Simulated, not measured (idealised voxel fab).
This is a process module. Its name is voxel transistor to metal.
The width of the displayed cross-section, cut, is 190 nm; its cells are square, with a size of 5 nm.
Cross-section layout: square cells on a grid; listed as bands, top to bottom; a band spans one or more cell rows. In this notation a band is specified by the heights of its top and bottom, in that order and in nm, after which its materials appear from left to right, each paired with its width in nm. The word "throughout" attached to a single material means that material fills the band from edge to edge; the word "empty" stands for empty space. Heights are expressed relative to 0, this being the level below which the as-received wafer comprises one material exclusively. The lowest band is unbounded in the downward direction and is denoted as in "from 0 down". The two numbers in a width such as "30..40" mark its ends across the band: the first belongs to the top row of cells, the second to the bottom row, and from each row to the next the width moves by the same amount. Step marked "no modification"? Then no cell in the cross-section changed in it. Closed cavity list: empty space of 8 cells or more with no open way to the top, each as width x height at its distance from the left edge, in nm. Where a step's line continues beyond its settings, the continuation is a remark by the simulator itself on that step. The setting "overlay nm" may be written on the line of a step. When the step uses a mask, the value reports how far to the right of the planned place the mask lay, and a negative value reports that it lay to the left. Note on reading: below, each pair holds a cross-section from before one process step and one from after it; the one from after shows only down to the lowest band that changed. Beneath the pair, the step in between is stated along with its settings. The pairs can stem from different runs of this module on the same starting wafer. Where a pair's entry headed "Status before step" says so, and only there, that pair continues from the pair above it.

Status before step
* from 50 to 40: SiO2 45, then empty 20, then SiO2 55, then empty 20, then SiO2 50
* from 40 to 30: SiO2 45, then empty 20, then SiN 10, then SiO2 5, then SiCN 25, then SiO2 5, then SiN 10, then empty 20, then SiO2 50
* from 30 to 5: SiO2 45, then empty 20, then SiN 10, then SiO2 5, then polySi 25, then SiO2 5, then SiN 10, then empty 20, then SiO2 50
* from 5 to 0: SiO2 25, then SiN 10, then SiO2 5, then nSi 25, then SiO2 55, then nSi 25, then SiO2 5, then SiN 10, then SiO2 30
* from 0 to -5: SiO2 45, then Si 95, then SiO2 50
* from -5 to -35: SiO2 35, then Si 115, then SiO2 40
* from -35 down: Si throughout
* Closed cavity list: none

Section After Processing
* from 55 to 50: TiN 50, then empty 10, then TiN 65, then empty 10, then TiN 55
* from 50 to 40: SiO2 45, then TiN 5, then empty 10, then TiN 5, then SiO2 55, then TiN 5, then empty 10, then TiN 5, then SiO2 50
* from 40 to 30: SiO2 45, then TiN 5, then empty 10, then TiN 5, then SiN 10, then SiO2 5, then SiCN 25, then SiO2 5, then SiN 10, then TiN 5, then empty 10, then TiN 5, then SiO2 50
* from 30 to 10: SiO2 45, then TiN 5, then empty 10, then TiN 5, then SiN 10, then SiO2 5, then polySi 25, then SiO2 5, then SiN 10, then TiN 5, then empty 10, then TiN 5, then SiO2 50
* from 10 to 5: SiO2 45, then TiN 20, then SiN 10, then SiO2 5, then polySi 25, then SiO2 5, then SiN 10, then TiN 20, then SiO2 50
* Everything under 5 stays put, no change at all.
* Closed cavity list: none
Process step (between the before and after cross-sections above): CONFORMAL_DEP, material TiN, thk nm 5

Status before step: carried over from the after image of the pair right above.

Section After Processing
* from 60 to 55: Ru throughout
* from 55 to 50: TiN 50, then Ru 10, then TiN 65, then Ru 10, then TiN 55
* from 50 to 40: SiO2 45, then TiN 5, then Ru 10, then TiN 5, then SiO2 55, then TiN 5, then Ru 10, then TiN 5, then SiO2 50
* from 40 to 30: SiO2 45, then TiN 5, then Ru 10, then TiN 5, then SiN 10, then SiO2 5, then SiCN 25, then SiO2 5, then SiN 10, then TiN 5, then Ru 10, then TiN 5, then SiO2 50
* from 30 to 10: SiO2 45, then TiN 5, then Ru 10, then TiN 5, then SiN 10, then SiO2 5, then polySi 25, then SiO2 5, then SiN 10, then TiN 5, then Ru 10, then TiN 5, then SiO2 50
* Everything under 10 stays put, no change at all.
* Closed cavity list: none
Process step (between the before and after cross-sections above): FILL_DEP, material Ru, thk nm 5

Status before step: carried over from the after image of the pair right above.

Section After Processing
* from 50 to 40: SiO2 45, then TiN 5, then Ru 10, then TiN 5, then SiO2 55, then TiN 5, then Ru 10, then TiN 5, then SiO2 50
* Everything under 40 stays put, no change at all.
* Closed cavity list: none
Process step (between the before and after cross-sections above): CMP, height nm 50

Status before step: carried over from the after image of the pair right above.

Section After Processing
* from 55 to 50: TiN throughout
* Everything under 50 stays put, no change at all.
* Closed cavity list: none
Process step (between the before and after cross-sections above): DIRECTIONAL_DEP, material TiN, thk nm 5

Status before step: carried over from the after image of the pair right above.

Section After Processing
* from 75 to 55: W throughout
* Everything under 55 stays put, no change at all.
* Closed cavity list: none
Process step (between the before and after cross-sections above): DIRECTIONAL_DEP, material W, thk nm 20

Status before step: carried over from the after image of the pair right above.

Section After Processing
* from 75 to 55: empty 45, then W 20, then empty 55, then W 20, then empty 50
* Everything under 55 stays put, no change at all.
* Closed cavity list: none
Process step (between the before and after cross-sections above): MASKED_ETCH, tone cover, mask id METAL_1, width nm 20, pitch nm 75, etch materials W, depth nm 20, overlay nm 0

Status before step: carried over from the after image of the pair right above.

Section After Processing
* from 75 to 55: empty 45, then W 20, then empty 55, then W 20, then empty 50
* from 55 to 50: empty 45, then TiN 20, then empty 55, then TiN 20, then empty 50
* Everything under 50 stays put, no change at all.
* Closed cavity list: none
Process step (between the before and after cross-sections above): MASKED_ETCH, tone cover, mask id METAL_1, width nm 20, pitch nm 75, etch materials TiN, depth nm 5, overlay nm 0

Status before step: carried over from the after image of the pair right above.

Section After Processing
* from 80 to 75: SiO2 throughout
* from 75 to 55: SiO2 45, then W 20, then SiO2 55, then W 20, then SiO2 50
* from 55 to 50: SiO2 45, then TiN 20, then SiO2 55, then TiN 20, then SiO2 50
* Everything under 50 stays put, no change at all.
* Closed cavity list: none
Process step (between the before and after cross-sections above): FILL_DEP, material SiO2, thk nm 5

Status before step: carried over from the after image of the pair right above.

Section After Processing
* from 75 to 55: SiO2 45, then W 20, then SiO2 55, then W 20, then SiO2 50
* Everything under 55 stays put, no change at all.
* Closed cavity list: none
Process step (between the before and after cross-sections above): CMP, height nm 75

Status before step: carried over from the after image of the pair right above.

Section After Processing
* from 80 to 75: SiCN throughout
* Everything under 75 stays put, no change at all.
* Closed cavity list: none
Process step (between the before and after cross-sections above): CONFORMAL_DEP, material SiCN, thk nm 5

Status before step: carried over from the after image of the pair right above.

Section After Processing
* from 115 to 80: lowk throughout
* Everything under 80 stays put, no change at all.
* Closed cavity list: none
Process step (between the before and after cross-sections above): DIRECTIONAL_DEP, material lowk, thk nm 35

Status before step: carried over from the after image of the pair right above.

Section After Processing
* from 115 to 95: lowk 45, then empty 20, then lowk 55, then empty 20, then lowk 50
* Everything under 95 stays put, no change at all.
* Closed cavity list: none
Process step (between the before and after cross-sections above): MASKED_ETCH, tone open, mask id METAL_2, width nm 20, pitch nm 75, etch materials lowk, depth nm 20, overlay nm 0

Status before step: carried over from the after image of the pair right above.

Section After Processing
* from 130 to 115: resist 45, then empty 15, then resist 60, then empty 15, then resist 55
* from 115 to 95: lowk 45, then empty 15, then resist 5, then lowk 55, then empty 15, then resist 5, then lowk 50
* Everything under 95 stays put, no change at all.
* Closed cavity list: none
Process step (between the before and after cross-sections above): PATTERN, tone open, mask id METAL_2_HOLES, material resist, width nm 15, pitch nm 75, thk nm 15, overlay nm 0

Status before step: carried over from the after image of the pair right above.

Section After Processing
* from 130 to 115: resist 45, then empty 15, then resist 60, then empty 15, then resist 55
* from 115 to 95: lowk 45, then empty 15, then resist 5, then lowk 55, then empty 15, then resist 5, then lowk 50
* from 95 to 80: lowk 45, then empty 15, then lowk 60, then empty 15, then lowk 55
* Everything under 80 stays put, no change at all.
* Closed cavity list: none
Process step (between the before and after cross-sections above): DIRECTIONAL_ETCH, etch materials lowk, depth nm 15

Status before step: carried over from the after image of the pair right above.

Section After Processing
* from 130 to 115: resist 45, then empty 15, then resist 60, then empty 15, then resist 55
* from 115 to 95: lowk 45, then empty 15, then resist 5, then lowk 55, then empty 15, then resist 5, then lowk 50
* from 95 to 80: lowk 45, then empty 15, then lowk 60, then empty 15, then lowk 55
* from 80 to 75: SiCN 45, then empty 15, then SiCN 60, then empty 15, then SiCN 55
* Everything under 75 stays put, no change at all.
* Closed cavity list: none
Process step (between the before and after cross-sections above): DIRECTIONAL_ETCH, etch materials SiCN, depth nm 5

Status before step: carried over from the after image of the pair right above.

Section After Processing
* from 115 to 95: lowk 45, then empty 20, then lowk 55, then empty 20, then lowk 50
* Everything under 95 stays put, no change at all.
* Closed cavity list: none
Process step (between the before and after cross-sections above): STRIP, etch materials resist

Status before step: carried over from the after image of the pair right above.

Section After Processing
* from 120 to 115: TiN 50, then empty 10, then TiN 65, then empty 10, then TiN 55
* from 115 to 100: lowk 45, then TiN 5, then empty 10, then TiN 5, then lowk 55, then TiN 5, then empty 10, then TiN 5, then lowk 50
* from 100 to 95: lowk 45, then TiN 5, then empty 5, then TiN 10, then lowk 55, then TiN 5, then empty 5, then TiN 10, then lowk 50
* from 95 to 80: lowk 45, then TiN 5, then empty 5, then TiN 5, then lowk 60, then TiN 5, then empty 5, then TiN 5, then lowk 55
* from 80 to 75: SiCN 45, then TiN 15, then SiCN 60, then TiN 15, then SiCN 55
* Everything under 75 stays put, no change at all.
* Closed cavity list: none
Process step (between the before and after cross-sections above): CONFORMAL_DEP, material TiN, thk nm 5

Status before step: carried over from the after image of the pair right above.

Section After Processing
* from 130 to 120: Ru throughout
* from 120 to 115: TiN 50, then Ru 10, then TiN 65, then Ru 10, then TiN 55
* from 115 to 100: lowk 45, then TiN 5, then Ru 10, then TiN 5, then lowk 55, then TiN 5, then Ru 10, then TiN 5, then lowk 50
* from 100 to 95: lowk 45, then TiN 5, then Ru 5, then TiN 10, then lowk 55, then TiN 5, then Ru 5, then TiN 10, then lowk 50
* from 95 to 80: lowk 45, then TiN 5, then Ru 5, then TiN 5, then lowk 60, then TiN 5, then Ru 5, then TiN 5, then lowk 55
* Everything under 80 stays put, no change at all.
* Closed cavity list: none
Process step (between the before and after cross-sections above): FILL_DEP, material Ru, thk nm 10

Status before step: carried over from the after image of the pair right above.

Section After Processing
* from 115 to 100: lowk 45, then TiN 5, then Ru 10, then TiN 5, then lowk 55, then TiN 5, then Ru 10, then TiN 5, then lowk 50
* Everything under 100 stays put, no change at all.
* Closed cavity list: none
Process step (between the before and after cross-sections above): CMP, height nm 115

Status before step: carried over from the after image of the pair right above.

Section After Processing
* from 120 to 115: SiCN throughout
* Everything under 115 stays put, no change at all.
* Closed cavity list: none
Process step (between the before and after cross-sections above): CONFORMAL_DEP, material SiCN, thk nm 5

Status before step
* from 40 to 25: empty 75, then SiO2 5, then SiCN 25, then SiO2 5, then empty 80
* from 25 to 0: empty 75, then SiO2 5, then polySi 25, then SiO2 5, then empty 80
* from 0 to -5: SiO2 throughout
* from -5 to -35: SiO2 35, then Si 115, then SiO2 40
* from -35 down: Si throughout
* Closed cavity list: none

Section After Processing
* from 45 to 40: empty 70, then SiN 45, then empty 75
* from 40 to 25: empty 70, then SiN 5, then SiO2 5, then SiCN 25, then SiO2 5, then SiN 5, then empty 75
* from 25 to 5: empty 70, then SiN 5, then SiO2 5, then polySi 25, then SiO2 5, then SiN 5, then empty 75
* from 5 to 0: SiN 75, then SiO2 5, then polySi 25, then SiO2 5, then SiN 80
* Everything under 0 stays put, no change at all.
* Closed cavity list: none
Process step (between the before and after cross-sections above): CONFORMAL_DEP, material SiN, thk nm 5

Status before step: carried over from the after image of the pair right above.

Section After Processing
* from 40 to 35: empty 75, then SiO2 5, then SiCN 25, then SiO2 5, then empty 80
* from 35 to 25: empty 70, then SiN 5, then SiO2 5, then SiCN 25, then SiO2 5, then SiN 5, then empty 75
* from 25 to 0: empty 70, then SiN 5, then SiO2 5, then polySi 25, then SiO2 5, then SiN 5, then empty 75
* Everything under 0 stays put, no change at all.
* Closed cavity list: none
Process step (between the before and after cross-sections above): DIRECTIONAL_ETCH, etch materials SiN, depth nm 10

Status before step: carried over from the after image of the pair right above.

Section After Processing
* from 40 to 35: empty 80, then SiCN 25, then empty 85
* from 35 to 25: empty 70, then SiN 5, then SiO2 5, then SiCN 25, then SiO2 5, then SiN 5, then empty 75
* from 25 to 0: empty 70, then SiN 5, then SiO2 5, then polySi 25, then SiO2 5, then SiN 5, then empty 75
* from 0 to -5: empty 70, then SiO2 45, then empty 75
* Everything under -5 stays put, no change at all.
* Closed cavity list: none
Process step (between the before and after cross-sections above): DIRECTIONAL_ETCH, etch materials SiO2, depth nm 5

Status before step: carried over from the after image of the pair right above.

Section After Processing
* from 40 to 35: empty 80, then SiCN 25, then empty 85
* from 35 to 25: empty 70, then SiN 5, then SiO2 5, then SiCN 25, then SiO2 5, then SiN 5, then empty 75
* from 25 to 0: empty 70, then SiN 5, then SiO2 5, then polySi 25, then SiO2 5, then SiN 5, then empty 75
* from 0 to -5: empty 30, then nSi 40, then SiO2 45, then nSi 40, then empty 35
* Everything under -5 stays put, no change at all.
* Closed cavity list: none
Process step (between the before and after cross-sections above): EPI, material nSi, thk nm 5

Status before step: carried over from the after image of the pair right above.

Section After Processing
* from 50 to 40: SiO2 throughout
* from 40 to 35: SiO2 80, then SiCN 25, then SiO2 85
* from 35 to 25: SiO2 70, then SiN 5, then SiO2 5, then SiCN 25, then SiO2 5, then SiN 5, then SiO2 75
* from 25 to 0: SiO2 70, then SiN 5, then SiO2 5, then polySi 25, then SiO2 5, then SiN 5, then SiO2 75
* from 0 to -5: SiO2 30, then nSi 40, then SiO2 45, then nSi 40, then SiO2 35
* Everything under -5 stays put, no change at all.
* Closed cavity list: none
Process step (between the before and after cross-sections above): FILL_DEP, material SiO2, thk nm 10

Status before step: carried over from the after image of the pair right above.

Section After Processing
* from 40 to 35: SiO2 80, then SiCN 25, then SiO2 85
* Everything under 35 stays put, no change at all.
* Closed cavity list: none
Process step (between the before and after cross-sections above): CMP, height nm 40

Status before step: carried over from the after image of the pair right above.

Section After Processing
* from 50 to 40: SiO2 throughout
* Everything under 40 stays put, no change at all.
* Closed cavity list: none
Process step (between the before and after cross-sections above): DIRECTIONAL_DEP, material SiO2, thk nm 10

Status before step: carried over from the after image of the pair right above.

Section After Processing
* from 60 to 50: aC throughout
* Everything under 50 stays put, no change at all.
* Closed cavity list: none
Process step (between the before and after cross-sections above): DIRECTIONAL_DEP, material aC, thk nm 10

Status before step: carried over from the after image of the pair right above.

Section After Processing
* from 85 to 60: resist 45, then empty 20, then resist 55, then empty 20, then resist 50
* Everything under 60 stays put, no change at all.
* Closed cavity list: none
Process step (between the before and after cross-sections above): PATTERN, tone open, mask id CONTACT, material resist, width nm 20, pitch nm 75, thk nm 25, overlay nm 0

Status before step: carried over from the after image of the pair right above.

Section After Processing
* from 75 to 60: resist 45, then empty 20, then resist 55, then empty 20, then resist 50
* from 60 to 50: aC 45, then empty 20, then aC 55, then empty 20, then aC 50
* Everything under 50 stays put, no change at all.
* Closed cavity list: none
Process step (between the before and after cross-sections above): DIRECTIONAL_ETCH, etch materials aC, depth nm 10

Status before step: carried over from the after image of the pair right above.

Section After Processing
* from 60 to 50: aC 45, then empty 20, then aC 55, then empty 20, then aC 50
* Everything under 50 stays put, no change at all.
* Closed cavity list: none
Process step (between the before and after cross-sections above): STRIP, etch materials resist

Status before step: carried over from the after image of the pair right above.

Section After Processing
* from 60 to 50: aC 45, then empty 20, then aC 55, then empty 20, then aC 50
* from 50 to 40: SiO2 45, then empty 20, then SiO2 55, then empty 20, then SiO2 50
* from 40 to 35: SiO2 45, then empty 20, then SiO2 15, then SiCN 25, then SiO2 15, then empty 20, then SiO2 50
* from 35 to 25: SiO2 45, then empty 20, then SiO2 5, then SiN 5, then SiO2 5, then SiCN 25, then SiO2 5, then SiN 5, then SiO2 5, then empty 20, then SiO2 50
* from 25 to 0: SiO2 45, then empty 20, then SiO2 5, then SiN 5, then SiO2 5, then polySi 25, then SiO2 5, then SiN 5, then SiO2 5, then empty 20, then SiO2 50
* Everything under 0 stays put, no change at all.
* Closed cavity list: none
Process step (between the before and after cross-sections above): DIRECTIONAL_ETCH, etch materials SiO2, depth nm 50

Status before step: carried over from the after image of the pair right above.

Section After Processing
* from 50 to 40: SiO2 45, then empty 20, then SiO2 55, then empty 20, then SiO2 50
* Everything under 40 stays put, no change at all.
* Closed cavity list: none
Process step (between the before and after cross-sections above): STRIP, etch materials aC

Status before step: carried over from the after image of the pair right above.

Section After Processing
* from 55 to 50: TiN 50, then empty 10, then TiN 65, then empty 10, then TiN 55
* from 50 to 40: SiO2 45, then TiN 5, then empty 10, then TiN 5, then SiO2 55, then TiN 5, then empty 10, then TiN 5, then SiO2 50
* from 40 to 35: SiO2 45, then TiN 5, then empty 10, then TiN 5, then SiO2 15, then SiCN 25, then SiO2 15, then TiN 5, then empty 10, then TiN 5, then SiO2 50
* from 35 to 25: SiO2 45, then TiN 5, then empty 10, then TiN 5, then SiO2 5, then SiN 5, then SiO2 5, then SiCN 25, then SiO2 5, then SiN 5, then SiO2 5, then TiN 5, then empty 10, then TiN 5, then SiO2 50
* from 25 to 5: SiO2 45, then TiN 5, then empty 10, then TiN 5, then SiO2 5, then SiN 5, then SiO2 5, then polySi 25, then SiO2 5, then SiN 5, then SiO2 5, then TiN 5, then empty 10, then TiN 5, then SiO2 50
* from 5 to 0: SiO2 45, then TiN 20, then SiO2 5, then SiN 5, then SiO2 5, then polySi 25, then SiO2 5, then SiN 5, then SiO2 5, then TiN 20, then SiO2 50
* Everything under 0 stays put, no change at all.
* Closed cavity list: none
Process step (between the before and after cross-sections above): CONFORMAL_DEP, material TiN, thk nm 5

Status before step: carried over from the after image of the pair right above.

Section After Processing
* from 60 to 55: Ru throughout
* from 55 to 50: TiN 50, then Ru 10, then TiN 65, then Ru 10, then TiN 55
* from 50 to 40: SiO2 45, then TiN 5, then Ru 10, then TiN 5, then SiO2 55, then TiN 5, then Ru 10, then TiN 5, then SiO2 50
* from 40 to 35: SiO2 45, then TiN 5, then Ru 10, then TiN 5, then SiO2 15, then SiCN 25, then SiO2 15, then TiN 5, then Ru 10, then TiN 5, then SiO2 50
* from 35 to 25: SiO2 45, then TiN 5, then Ru 10, then TiN 5, then SiO2 5, then SiN 5, then SiO2 5, then SiCN 25, then SiO2 5, then SiN 5, then SiO2 5, then TiN 5, then Ru 10, then TiN 5, then SiO2 50
* from 25 to 5: SiO2 45, then TiN 5, then Ru 10, then TiN 5, then SiO2 5, then SiN 5, then SiO2 5, then polySi 25, then SiO2 5, then SiN 5, then SiO2 5, then TiN 5, then Ru 10, then TiN 5, then SiO2 50
* Everything under 5 stays put, no change at all.
* Closed cavity list: none
Process step (between the before and after cross-sections above): FILL_DEP, material Ru, thk nm 5

Status before step: carried over from the after image of the pair right above.

Section After Processing
* from 50 to 40: SiO2 45, then TiN 5, then Ru 10, then TiN 5, then SiO2 55, then TiN 5, then Ru 10, then TiN 5, then SiO2 50
* Everything under 40 stays put, no change at all.
* Closed cavity list: none
Process step (between the before and after cross-sections above): CMP, height nm 50

Status before step: carried over from the after image of the pair right above.

Section After Processing
* from 55 to 50: TiN throughout
* Everything under 50 stays put, no change at all.
* Closed cavity list: none
Process step (between the before and after cross-sections above): DIRECTIONAL_DEP, material TiN, thk nm 5

Status before step: carried over from the after image of the pair right above.

Section After Processing
* from 75 to 55: W throughout
* Everything under 55 stays put, no change at all.
* Closed cavity list: none
Process step (between the before and after cross-sections above): DIRECTIONAL_DEP, material W, thk nm 20

Status before step: carried over from the after image of the pair right above.

Section After Processing
* from 75 to 55: empty 45, then W 20, then empty 55, then W 20, then empty 50
* Everything under 55 stays put, no change at all.
* Closed cavity list: none
Process step (between the before and after cross-sections above): MASKED_ETCH, tone cover, mask id METAL_1, width nm 20, pitch nm 75, etch materials W, depth nm 20, overlay nm 0

Status before step: carried over from the after image of the pair right above.

Section After Processing
* from 75 to 55: empty 45, then W 20, then empty 55, then W 20, then empty 50
* from 55 to 50: empty 45, then TiN 20, then empty 55, then TiN 20, then empty 50
* Everything under 50 stays put, no change at all.
* Closed cavity list: none
Process step (between the before and after cross-sections above): MASKED_ETCH, tone cover, mask id METAL_1, width nm 20, pitch nm 75, etch materials TiN, depth nm 5, overlay nm 0

Status before step: carried over from the after image of the pair right above.

Section After Processing
* from 80 to 75: SiO2 throughout
* from 75 to 55: SiO2 45, then W 20, then SiO2 55, then W 20, then SiO2 50
* from 55 to 50: SiO2 45, then TiN 20, then SiO2 55, then TiN 20, then SiO2 50
* Everything under 50 stays put, no change at all.
* Closed cavity list: none
Process step (between the before and after cross-sections above): FILL_DEP, material SiO2, thk nm 5

Status before step: carried over from the after image of the pair right above.

Section After Processing
* from 75 to 55: SiO2 45, then W 20, then SiO2 55, then W 20, then SiO2 50
* Everything under 55 stays put, no change at all.
* Closed cavity list: none
Process step (between the before and after cross-sections above): CMP, height nm 75

Status before step: carried over from the after image of the pair right above.

Section After Processing
* from 80 to 75: SiCN throughout
* Everything under 75 stays put, no change at all.
* Closed cavity list: none
Process step (between the before and after cross-sections above): CONFORMAL_DEP, material SiCN, thk nm 5

Status before step: carried over from the after image of the pair right above.

Section After Processing
* from 115 to 80: lowk throughout
* Everything under 80 stays put, no change at all.
* Closed cavity list: none
Process step (between the before and after cross-sections above): DIRECTIONAL_DEP, material lowk, thk nm 35

Status before step: carried over from the after image of the pair right above.

Section After Processing
* from 115 to 95: lowk 45, then empty 20, then lowk 55, then empty 20, then lowk 50
* Everything under 95 stays put, no change at all.
* Closed cavity list: none
Process step (between the before and after cross-sections above): MASKED_ETCH, tone open, mask id METAL_2, width nm 20, pitch nm 75, etch materials lowk, depth nm 20, overlay nm 0

Status before step: carried over from the after image of the pair right above.

Section After Processing
* from 130 to 115: resist 45, then empty 15, then resist 60, then empty 15, then resist 55
* from 115 to 95: lowk 45, then empty 15, then resist 5, then lowk 55, then empty 15, then resist 5, then lowk 50
* Everything under 95 stays put, no change at all.
* Closed cavity list: none
Process step (between the before and after cross-sections above): PATTERN, tone open, mask id METAL_2_HOLES, material resist, width nm 15, pitch nm 75, thk nm 15, overlay nm 0

Status before step: carried over from the after image of the pair right above.

Section After Processing
* from 130 to 115: resist 45, then empty 15, then resist 60, then empty 15, then resist 55
* from 115 to 95: lowk 45, then empty 15, then resist 5, then lowk 55, then empty 15, then resist 5, then lowk 50
* from 95 to 80: lowk 45, then empty 15, then lowk 60, then empty 15, then lowk 55
* Everything under 80 stays put, no change at all.
* Closed cavity list: none
Process step (between the before and after cross-sections above): DIRECTIONAL_ETCH, etch materials lowk, depth nm 15

Status before step: carried over from the after image of the pair right above.

Section After Processing
* from 130 to 115: resist 45, then empty 15, then resist 60, then empty 15, then resist 55
* from 115 to 95: lowk 45, then empty 15, then resist 5, then lowk 55, then empty 15, then resist 5, then lowk 50
* from 95 to 80: lowk 45, then empty 15, then lowk 60, then empty 15, then lowk 55
* from 80 to 75: SiCN 45, then empty 15, then SiCN 60, then empty 15, then SiCN 55
* Everything under 75 stays put, no change at all.
* Closed cavity list: none
Process step (between the before and after cross-sections above): DIRECTIONAL_ETCH, etch materials SiCN, depth nm 5

Status before step: carried over from the after image of the pair right above.

Section After Processing
* from 115 to 95: lowk 45, then empty 20, then lowk 55, then empty 20, then lowk 50
* Everything under 95 stays put, no change at all.
* Closed cavity list: none
Process step (between the before and after cross-sections above): STRIP, etch materials resist

Status before step: carried over from the after image of the pair right above.

Section After Processing
* from 120 to 115: TiN 50, then empty 10, then TiN 65, then empty 10, then TiN 55
* from 115 to 100: lowk 45, then TiN 5, then empty 10, then TiN 5, then lowk 55, then TiN 5, then empty 10, then TiN 5, then lowk 50
* from 100 to 95: lowk 45, then TiN 5, then empty 5, then TiN 10, then lowk 55, then TiN 5, then empty 5, then TiN 10, then lowk 50
* from 95 to 80: lowk 45, then TiN 5, then empty 5, then TiN 5, then lowk 60, then TiN 5, then empty 5, then TiN 5, then lowk 55
* from 80 to 75: SiCN 45, then TiN 15, then SiCN 60, then TiN 15, then SiCN 55
* Everything under 75 stays put, no change at all.
* Closed cavity list: none
Process step (between the before and after cross-sections above): CONFORMAL_DEP, material TiN, thk nm 5

Status before step: carried over from the after image of the pair right above.

Section After Processing
* from 130 to 120: Ru throughout
* from 120 to 115: TiN 50, then Ru 10, then TiN 65, then Ru 10, then TiN 55
* from 115 to 100: lowk 45, then TiN 5, then Ru 10, then TiN 5, then lowk 55, then TiN 5, then Ru 10, then TiN 5, then lowk 50
* from 100 to 95: lowk 45, then TiN 5, then Ru 5, then TiN 10, then lowk 55, then TiN 5, then Ru 5, then TiN 10, then lowk 50
* from 95 to 80: lowk 45, then TiN 5, then Ru 5, then TiN 5, then lowk 60, then TiN 5, then Ru 5, then TiN 5, then lowk 55
* Everything under 80 stays put, no change at all.
* Closed cavity list: none
Process step (between the before and after cross-sections above): FILL_DEP, material Ru, thk nm 10

Status before step: carried over from the after image of the pair right above.

Section After Processing
* from 115 to 100: lowk 45, then TiN 5, then Ru 10, then TiN 5, then lowk 55, then TiN 5, then Ru 10, then TiN 5, then lowk 50
* Everything under 100 stays put, no change at all.
* Closed cavity list: none
Process step (between the before and after cross-sections above): CMP, height nm 115

Status before step: carried over from the after image of the pair right above.

Section After Processing
* from 120 to 115: SiCN throughout
* Everything under 115 stays put, no change at all.
* Closed cavity list: none
Process step (between the before and after cross-sections above): CONFORMAL_DEP, material SiCN, thk nm 5

Status before step
* from 115 to 95: lowk 45, then empty 20, then lowk 55, then empty 20, then lowk 50
* from 95 to 80: lowk throughout
* from 80 to 75: SiCN throughout
* from 75 to 55: SiO2 45, then W 20, then SiO2 55, then W 20, then SiO2 50
* from 55 to 50: SiO2 45, then TiN 20, then SiO2 55, then TiN 20, then SiO2 50
* from 50 to 40: SiO2 45, then TiN 5, then Ru 10, then TiN 5, then SiO2 55, then TiN 5, then Ru 10, then TiN 5, then SiO2 50
* from 40 to 25: SiO2 45, then TiN 5, then Ru 10, then TiN 5, then SiN 10, then SiO2 5, then SiCN 25, then SiO2 5, then SiN 10, then TiN 5, then Ru 10, then TiN 5, then SiO2 50
* from 25 to 5: SiO2 45, then TiN 5, then Ru 10, then TiN 5, then SiN 10, then SiO2 5, then polySi 25, then SiO2 5, then SiN 10, then TiN 5, then Ru 10, then TiN 5, then SiO2 50
* from 5 to 0: SiO2 45, then TiN 20, then SiN 10, then SiO2 5, then polySi 25, then SiO2 5, then SiN 10, then TiN 20, then SiO2 50
* from 0 to -5: SiO2 30, then nSi 35, then SiO2 55, then nSi 35, then SiO2 35
* from -5 to -35: SiO2 35, then Si 115, then SiO2 40
* from -35 down: Si throughout
* Closed cavity list: none

Section After Processing
* from 130 to 115: resist 45, then empty 20, then resist 55, then empty 20, then resist 50
* Everything under 115 stays put, no change at all.
* Closed cavity list: none
Process step (between the before and after cross-sections above): PATTERN, tone open, mask id METAL_2_HOLES, material resist, width nm 20, pitch nm 75, thk nm 15, overlay nm 0

Status before step: carried over from the after image of the pair right above.

Section After Processing
* from 130 to 115: resist 45, then empty 20, then resist 55, then empty 20, then resist 50
* from 115 to 80: lowk 45, then empty 20, then lowk 55, then empty 20, then lowk 50
* Everything under 80 stays put, no change at all.
* Closed cavity list: none
Process step (between the before and after cross-sections above): DIRECTIONAL_ETCH, etch materials lowk, depth nm 15

Status before step: carried over from the after image of the pair right above.

Section After Processing
* from 130 to 115: resist 45, then empty 20, then resist 55, then empty 20, then resist 50
* from 115 to 80: lowk 45, then empty 20, then lowk 55, then empty 20, then lowk 50
* from 80 to 75: SiCN 45, then empty 20, then SiCN 55, then empty 20, then SiCN 50
* Everything under 75 stays put, no change at all.
* Closed cavity list: none
Process step (between the before and after cross-sections above): DIRECTIONAL_ETCH, etch materials SiCN, depth nm 5

Status before step: carried over from the after image of the pair right above.

Section After Processing
* from 115 to 80: lowk 45, then empty 20, then lowk 55, then empty 20, then lowk 50
* Everything under 80 stays put, no change at all.
* Closed cavity list: none
Process step (between the before and after cross-sections above): STRIP, etch materials resist

Status before step: carried over from the after image of the pair right above.

Section After Processing
* from 120 to 115: TiN 50, then empty 10, then TiN 65, then empty 10, then TiN 55
* from 115 to 80: lowk 45, then TiN 5, then empty 10, then TiN 5, then lowk 55, then TiN 5, then empty 10, then TiN 5, then lowk 50
* from 80 to 75: SiCN 45, then TiN 20, then SiCN 55, then TiN 20, then SiCN 50
* Everything under 75 stays put, no change at all.
* Closed cavity list: none
Process step (between the before and after cross-sections above): CONFORMAL_DEP, material TiN, thk nm 5

Status before step: carried over from the after image of the pair right above.

Section After Processing
* from 130 to 120: Ru throughout
* from 120 to 115: TiN 50, then Ru 10, then TiN 65, then Ru 10, then TiN 55
* from 115 to 80: lowk 45, then TiN 5, then Ru 10, then TiN 5, then lowk 55, then TiN 5, then Ru 10, then TiN 5, then lowk 50
* Everything under 80 stays put, no change at all.
* Closed cavity list: none
Process step (between the before and after cross-sections above): FILL_DEP, material Ru, thk nm 10

Status before step: carried over from the after image of the pair right above.

Section After Processing
* from 115 to 80: lowk 45, then TiN 5, then Ru 10, then TiN 5, then lowk 55, then TiN 5, then Ru 10, then TiN 5, then lowk 50
* Everything under 80 stays put, no change at all.
* Closed cavity list: none
Process step (between the before and after cross-sections above): CMP, height nm 115

Status before step: carried over from the after image of the pair right above.

Section After Processing
* from 120 to 115: SiCN throughout
* Everything under 115 stays put, no change at all.
* Closed cavity list: none
Process step (between the before and after cross-sections above): CONFORMAL_DEP, material SiCN, thk nm 5
